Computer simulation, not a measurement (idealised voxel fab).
Module name: voxel transistor to metal (process module)
Xsec cut, 185 nm wide, square cell size 5 nm.
Think of the cross-section as a grid of square cells. We describe it in bands, top to bottom, and each band covers one or more rows of those cells. What a band's entry tells you: where the top is and where the bottom is, as heights in nm, and after that what lies inside, material by material from left to right, each with its width in nm. Empty space is written as the word "air", and a single material marked with the word "throughout" occupies the band from edge to edge. The level at which height equals 0 is the one under which the wafer, as it arrives, is entirely one material. No lower edge exists for the bottom band, which continues downward and is notated as in "0 and below". The notation "30..40" denotes a width that varies across the rows of cells in the band, beginning at the first number in the top row, finishing at the second number in the bottom row, and changing by an identical amount from each row to the next. Basically "nothing changed" means that step didn't change any cell in the cross-section. "Completely sealed voids": empty spaces of 8 cells or more with no open way to the top, each given as width x height at distance, distance from the left edge, all in nm. after a step's settings: what the simulator itself notes on the step. A step line may carry the setting "overlay nm", which, for steps involving a mask, states the distance by which the mask lay to the right of its intended position; negative values denote displacement to the left.

-- This section lists the process steps that were planned
1. RECEIVE | material Si
2. CONFORMAL_DEP | material SiO2 | thk nm 5
3. CONFORMAL_DEP | material SiN | thk nm 10
4. PATTERN | tone cover | mask id ACTIVE | material resist | width nm 115 | thk nm 20 | overlay nm 0
5. DIRECTIONAL_ETCH | etch materials SiN | depth nm 10
6. DIRECTIONAL_ETCH | etch materials SiO2 | depth nm 5
7. DIRECTIONAL_ETCH | etch materials Si | depth nm 35
8. STRIP | etch materials resist
9. OXIDIZE | depth nm 5
10. FILL_DEP | material SiO2 | thk nm 5
11. CMP | height nm 15
12. SELECTIVE_ETCH | etch materials SiO2 | depth nm 10
13. STRIP | etch materials SiN
14. SELECTIVE_ETCH | etch materials SiO2 | depth nm 5
15. OXIDIZE | depth nm 5
16. DIRECTIONAL_DEP | material polySi | thk nm 25
17. DIRECTIONAL_DEP | material SiCN | thk nm 15
18. MASKED_ETCH | tone cover | mask id GATE | width nm 25 | etch materials SiCN | depth nm 25 | overlay nm 0
19. MASKED_ETCH | tone cover | mask id GATE | width nm 25 | etch materials polySi | depth nm 35 | overlay nm 0
20. CONFORMAL_DEP | material SiO2 | thk nm 5
21. DIRECTIONAL_ETCH | etch materials SiO2 | depth nm 5
22. CONFORMAL_DEP | material SiN | thk nm 10
23. DIRECTIONAL_ETCH | etch materials SiN | depth nm 10
24. DIRECTIONAL_ETCH | etch materials SiO2 | depth nm 5
25. EPI | material pSi | thk nm 5
26. FILL_DEP | material SiO2 | thk nm 10
27. CMP | height nm 25
28. STRIP | etch materials polySi
29. SELECTIVE_ETCH | etch materials SiO2 | depth nm 5
30. CONFORMAL_DEP | material HfO2 | thk nm 5
31. CONFORMAL_DEP | material TiN | thk nm 5
32. FILL_DEP | material W | thk nm 10
33. CMP | height nm 20
34. DIRECTIONAL_DEP | material SiO2 | thk nm 15
35. PATTERN | tone open | mask id CONTACT | material resist | width nm 15 | pitch nm 80 | thk nm 20 | overlay nm 0
36. DIRECTIONAL_ETCH | etch materials SiO2 | depth nm 35
37. STRIP | etch materials resist
38. CONFORMAL_DEP | material TiN | thk nm 5
39. FILL_DEP | material Ru | thk nm 5
40. CMP | height nm 35
41. CONFORMAL_DEP | material SiN | thk nm 5
42. DIRECTIONAL_DEP | material lowk | thk nm 20
43. MASKED_ETCH | tone open | mask id METAL_1 | width nm 15 | pitch nm 80 | etch materials lowk | depth nm 20 | overlay nm 0
44. MASKED_ETCH | tone open | mask id METAL_1 | width nm 15 | pitch nm 80 | etch materials SiN | depth nm 5 | overlay nm 0
45. CONFORMAL_DEP | material TiN | thk nm 5
46. FILL_DEP | material Cu | thk nm 10
47. CMP | height nm 60
48. CONFORMAL_DEP | material SiN | thk nm 5

-- This is the cross-section of the wafer as we received it, i.e. after step 1
	0 and below  Si throughout
	Completely sealed voids: none

-- Below is the wafer in cross-section after the module was completed. It began from the starting point shown above and followed the plan shown above, except that one mistake was made while running it
	65 down to 60  SiN throughout
	60 down to 40  lowk 45, then TiN 5, then Cu 5, then TiN 5, then lowk 65, then TiN 5, then Cu 5, then TiN 5, then lowk 45
	40 down to 35  SiN 45, then TiN 15, then SiN 65, then TiN 15, then SiN 45
	35 down to 20  SiO2 45, then TiN 5, then Ru 5, then TiN 5, then SiO2 65, then TiN 5, then Ru 5, then TiN 5, then SiO2 45
	20 down to 15  SiO2 45, then TiN 15, then SiO2 5, then SiN 10, then HfO2 5, then TiN 5, then W 15, then TiN 5, then HfO2 5, then SiN 10, then SiO2 5, then TiN 15, then SiO2 45
	15 down to 5  SiO2 65, then SiN 10, then HfO2 5, then TiN 5, then W 15, then TiN 5, then HfO2 5, then SiN 10, then SiO2 65
	5 down to 0  SiO2 65, then SiN 10, then HfO2 5, then TiN 25, then HfO2 5, then SiN 10, then SiO2 65
	0 down to -5  SiO2 35, then pSi 30, then SiO2 10, then HfO2 35, then SiO2 10, then pSi 30, then SiO2 35
	-5 down to -40  SiO2 40, then Si 105, then SiO2 40
	-40 and below  Si throughout
	Completely sealed voids: none
Short version of what went wrong: step 34 of the plan was carried out twice
